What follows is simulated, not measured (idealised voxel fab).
process module | voxel transistor to metal
cross-section cut | 205 nm wide | cells 5 nm
A cross-section is a grid of square cells, given in bands from the top down. A band is one or more rows of cells.
Each band's line starts with the height of the band's top and of its bottom, in nm. Then come its materials from left to right, each with its width in nm. One material with "throughout" fills the band from edge to edge. "air" is empty space.
Height 0 is the level under which the wafer as received is all one material. The lowest band goes on downwards, as in "0 down".
A width such as "30 to 40" changes by the same amount from each row of cells to the next, from the band's top row to its bottom row.
"no change" after a step means that no cell of the cross-section changed.
closed voids: empty space of 8 cells or more with no open way to the top, each as width x height at its distance from the left edge, in nm
after a step's settings: what the simulator itself notes on the step
overlay nm, on a step with a mask: how far to the right of its planned place the mask lay; to the left if negative
plan
1 op RECEIVE | material Si
2 op CONFORMAL_DEP | material SiO2 | thk nm 5
3 op CONFORMAL_DEP | material SiN | thk nm 15
4 op PATTERN | tone cover | mask id ACTIVE | material resist | width nm 105 | thk nm 20 | overlay nm 0
5 op DIRECTIONAL_ETCH | etch materials SiN | depth nm 15
6 op DIRECTIONAL_ETCH | etch materials SiO2 | depth nm 5
7 op DIRECTIONAL_ETCH | etch materials Si | depth nm 20
8 op STRIP | etch materials resist
9 op FILL_DEP | material SiO2 | thk nm 15
10 op CMP | height nm 20
11 op SELECTIVE_ETCH | etch materials SiO2 | depth nm 10
12 op STRIP | etch materials SiN
13 op SELECTIVE_ETCH | etch materials SiO2 | depth nm 5
14 op OXIDIZE | depth nm 5
15 op DIRECTIONAL_DEP | material polySi | thk nm 20
16 op DIRECTIONAL_DEP | material SiCN | thk nm 15
17 op PATTERN | tone cover | mask id GATE | material resist | width nm 25 | thk nm 20 | overlay nm 0
18 op DIRECTIONAL_ETCH | etch materials SiCN | depth nm 25
19 op DIRECTIONAL_ETCH | etch materials polySi | depth nm 30
20 op STRIP | etch materials resist
21 op CONFORMAL_DEP | material SiN | thk nm 10
22 op DIRECTIONAL_ETCH | etch materials SiN | depth nm 10
23 op DIRECTIONAL_ETCH | etch materials SiO2 | depth nm 5
24 op DIRECTIONAL_ETCH | etch materials Si | depth nm 15
25 op EPI | material SiGe | thk nm 15
26 op FILL_DEP | material SiO2 | thk nm 5
27 op CMP | height nm 35
28 op DIRECTIONAL_DEP | material SiO2 | thk nm 15
29 op MASKED_ETCH | tone open | mask id CONTACT | width nm 15 | pitch nm 80 | etch materials SiO2 | depth nm 40 | overlay nm 0
30 op CONFORMAL_DEP | material TiN | thk nm 5
31 op FILL_DEP | material Ru | thk nm 5
32 op CMP | height nm 50
33 op CONFORMAL_DEP | material SiN | thk nm 5
34 op DIRECTIONAL_DEP | material lowk | thk nm 15
35 op DIRECTIONAL_DEP | material aC | thk nm 10
36 op PATTERN | tone open | mask id METAL_1 | material resist | width nm 15 | pitch nm 80 | thk nm 30 | overlay nm 0
37 op DIRECTIONAL_ETCH | etch materials aC | depth nm 10
38 op STRIP | etch materials resist
39 op DIRECTIONAL_ETCH | etch materials lowk | depth nm 15
40 op DIRECTIONAL_ETCH | etch materials SiN | depth nm 5
41 op STRIP | etch materials aC
42 op CONFORMAL_DEP | material TiN | thk nm 5
43 op FILL_DEP | material Cu | thk nm 10
44 op CMP | height nm 70
45 op CONFORMAL_DEP | material SiCN | thk nm 5
46 op DIRECTIONAL_DEP | material lowk | thk nm 30
47 op DIRECTIONAL_DEP | material aC | thk nm 15
48 op PATTERN | tone open | mask id METAL_2 | material resist | width nm 15 | pitch nm 80 | thk nm 30 | overlay nm 0
49 op DIRECTIONAL_ETCH | etch materials aC | depth nm 15
50 op STRIP | etch materials resist
51 op DIRECTIONAL_ETCH | etch materials lowk | depth nm 20
52 op STRIP | etch materials aC
53 op MASKED_ETCH | tone open | mask id METAL_2_HOLES | width nm 15 | pitch nm 80 | etch materials lowk | depth nm 10 | overlay nm 0
54 op MASKED_ETCH | tone open | mask id METAL_2_HOLES | width nm 15 | pitch nm 80 | etch materials SiCN | depth nm 5 | overlay nm 0
55 op CONFORMAL_DEP | material TiN | thk nm 5
56 op FILL_DEP | material Cu | thk nm 10
57 op CMP | height nm 105
58 op CONFORMAL_DEP | material SiN | thk nm 5
varied across the wafers: width nm of step 53. The plan shows the first wafer's value. All wafers start alike
first wafer as received, after step 1
  0 down: Si throughout
  closed voids: none
each wafer at the end: cells of each material gained (+) or lost (-) since it was received, then its closed voids
width nm 15 | +18 Cu | +14 Ru | -131 Si | +50 SiCN | +62 SiGe | +108 SiN | +364 SiO2 | +82 TiN | +315 lowk | +20 polySi | closed voids: none
width nm 20 | +20 Cu | +14 Ru | -131 Si | +50 SiCN | +62 SiGe | +108 SiN | +364 SiO2 | +84 TiN | +311 lowk | +20 polySi | closed voids: none
width nm 25 | +22 Cu | +14 Ru | -131 Si | +50 SiCN | +62 SiGe | +108 SiN | +364 SiO2 | +86 TiN | +307 lowk | +20 polySi | closed voids: none
width nm 30 | +24 Cu | +14 Ru | -131 Si | +50 SiCN | +62 SiGe | +108 SiN | +364 SiO2 | +88 TiN | +303 lowk | +20 polySi | closed voids: none
